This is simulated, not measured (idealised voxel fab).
Module name: voxel self aligned vias (process module)
Square cells of 5 nm make up the cross-section cut, whose width is 300 nm.
Square cells in a grid make up a cross-section in this document, and the grid is given as bands, listed from the top down, each one or more rows of cells.
Band: top and bottom heights (nm) first, top before bottom; then materials from left to right, widths in nm. "full width" marks a sole material filling the band edge to edge. "blank" denotes empty space.
Beneath 0, the wafer as received is one material, and that level is where height counting begins. The lowest band goes on downward without a bottom; it is written like "from 0 down".
When a width is written as two numbers, as in "30..40", the first number is the width in the top row of cells of the band and the second is the width in its bottom row, and the width changes by the same amount from each row to the next.
Take "no alteration" at face value: in the step it is given for, the cross-section changed in none of its cells.
Listed in "Trapped voids": every empty space of 8 or more cells without an open way to the top. Form: width x height at distance, the distance being from the left edge, all in nm.
If you see something after the settings on a step's line, that's the simulator's own remark about that step.
You can add "overlay nm" to a step's line. For a step with a mask, it describes how far the mask lay to the right of its planned position, and a negative number describes a lay to the left.

INTENDED PROCESS STEPS
step 1: RECEIVE (material Si)
step 2: CONFORMAL_DEP (material SiO2; thk nm 10)
step 3: CONFORMAL_DEP (material SiCN; thk nm 5)
step 4: DIRECTIONAL_DEP (material lowk; thk nm 20)
step 5: DIRECTIONAL_DEP (material aC; thk nm 15)
step 6: PATTERN (tone open; mask id LINES; material resist; width nm 25; pitch nm 50; thk nm 35; overlay nm 0)
step 7: DIRECTIONAL_ETCH (etch materials aC; depth nm 15)
step 8: STRIP (etch materials resist)
step 9: DIRECTIONAL_ETCH (etch materials lowk; depth nm 20)
step 10: STRIP (etch materials aC)
step 11: CONFORMAL_DEP (material TiN; thk nm 5)
step 12: FILL_DEP (material W; thk nm 5)
step 13: CMP (height nm 35)
step 14: SELECTIVE_ETCH (etch materials W Ru TiN; depth nm 5)
step 15: FILL_DEP (material SiN; thk nm 5)
step 16: CMP (height nm 35)
step 17: DIRECTIONAL_DEP (material lowk; thk nm 15)
step 18: DIRECTIONAL_DEP (material aC; thk nm 10)
step 19: PATTERN (tone open; mask id VIAS; material resist; width nm 35; thk nm 30; overlay nm 0)
step 20: DIRECTIONAL_ETCH (etch materials aC; depth nm 10)
step 21: STRIP (etch materials resist)
step 22: DIRECTIONAL_ETCH (etch materials lowk; depth nm 15)
step 23: DIRECTIONAL_ETCH (etch materials SiN; depth nm 5)
step 24: STRIP (etch materials aC)
step 25: CONFORMAL_DEP (material TiN; thk nm 5)
step 26: FILL_DEP (material Cu; thk nm 5)
step 27: CMP (height nm 50)
step 28: CONFORMAL_DEP (material SiN; thk nm 5)

HERE'S WHAT THE WAFER LOOKED LIKE IN CROSS-SECTION WHEN IT ARRIVED - THAT'S AFTER STEP 1
	from 0 down = Si full width
	Trapped voids: none

CROSS-SECTION: FIRST OF TWO WAFERS, MODULE FINISHED, RUN ACCORDING TO PLAN
	from 55 to 50 = SiN full width
	from 50 to 40 = lowk=105; TiN=5; Cu=25; TiN=5; lowk=160
	from 40 to 35 = lowk=105; TiN=10; Cu=15; TiN=10; lowk=160
	from 35 to 30 = lowk=110; TiN=25; lowk=25; SiN=25; lowk=115
	from 30 to 20 = lowk=110; TiN=5; W=15; TiN=5; lowk=25; TiN=5; W=15; TiN=5; lowk=115
	from 20 to 15 = lowk=110; TiN=25; lowk=25; TiN=25; lowk=115
	from 15 to 10 = SiCN full width
	from 10 to 0 = SiO2 full width
	from 0 down = Si full width
	Trapped voids: none

WAFER TWO, SECTIONED AFTER THE MODULE: THE FIRST WAFER'S START, THE FIRST WAFER'S PLAN, AND ONE MISTAKE IN HOW IT WAS RUN
	from 55 to 50 = SiN full width
	from 50 to 40 = lowk=105; TiN=5; Cu=25; TiN=5; lowk=160
	from 40 to 35 = lowk=105; TiN=35; lowk=160
	from 35 to 30 = SiN=105; TiN=5; lowk=25; TiN=5; SiN=20; lowk=25; SiN=115
	from 30 to 20 = W=105; TiN=5; lowk=25; TiN=5; W=15; TiN=5; lowk=25; TiN=5; W=110
	from 20 to 15 = TiN=110; lowk=25; TiN=25; lowk=25; TiN=115
	from 15 to 10 = SiCN full width
	from 10 to 0 = SiO2 full width
	from 0 down = Si full width
	Trapped voids: none
Heads up, the wafer didn't run the way we planned it: rather than as planned, step 6 actually ran as PATTERN (tone cover; mask id LINES; material resist; width nm 25; pitch nm 50; thk nm 35; overlay nm 0)
Materials where the second wafer ends with more or fewer cells than the first: 3 fewer of Cu; 43 more of SiN; 40 more of TiN; 80 more of W; 160 fewer of lowk
